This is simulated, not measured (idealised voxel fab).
process module | voxel ribs on slabs
cross-section cut | 230 nm wide | cells 5 nm
A cross-section is a grid of square cells, given in bands from the top down. A band is one or more rows of cells.
Each band's line starts with the height of the band's top and of its bottom, in nm. Then come its materials from left to right, each with its width in nm. One material with "throughout" fills the band from edge to edge. "air" is empty space.
Height 0 is the level under which the wafer as received is all one material. The lowest band goes on downwards, as in "0 down".
A width such as "30 to 40" changes by the same amount from each row of cells to the next, from the band's top row to its bottom row.
"no change" after a step means that no cell of the cross-section changed.
closed voids: empty space of 8 cells or more with no open way to the top, each as width x height at its distance from the left edge, in nm
after a step's settings: what the simulator itself notes on the step
overlay nm, on a step with a mask: how far to the right of its planned place the mask lay; to the left if negative
plan
1 op RECEIVE | material Si
2 op DIRECTIONAL_DEP | material SiO2 | thk nm 20
3 op DIRECTIONAL_DEP | material polySi | thk nm 20
4 op DIRECTIONAL_DEP | material aC | thk nm 10
5 op PATTERN | tone cover | mask id RIB | material resist | width nm 25 | thk nm 30 | overlay nm 0
6 op DIRECTIONAL_ETCH | etch materials aC | depth nm 10
7 op STRIP | etch materials resist
8 op DIRECTIONAL_ETCH | etch materials polySi | depth nm 5
9 op STRIP | etch materials aC
10 op MASKED_ETCH | tone cover | mask id SLAB | width nm 65 | etch materials polySi | depth nm 15 | overlay nm 0
11 op FILL_DEP | material SiO2 | thk nm 20
12 op CMP | height nm 55
13 op DIRECTIONAL_DEP | material W | thk nm 5
14 op PATTERN | tone cover | mask id HEATER | material resist | width nm 35 | thk nm 20 | overlay nm 0
15 op DIRECTIONAL_ETCH | etch materials W | depth nm 5
16 op STRIP | etch materials resist
17 op CONFORMAL_DEP | material SiO2 | thk nm 5
as received, after step 1
  0 down: Si throughout
  closed voids: none
a wafer at the end: this start, this plan, one mistake
  65 to 60: SiO2 throughout
  60 to 55: polySi throughout
  55 to 40: SiO2 throughout
  40 to 35: SiO2 100 | polySi 25 | SiO2 105
  35 to 20: SiO2 80 | polySi 65 | SiO2 85
  20 to 0: SiO2 throughout
  0 down: Si throughout
  closed voids: none
what went wrong: step 13 ran as: op DIRECTIONAL_DEP | material polySi | thk nm 5
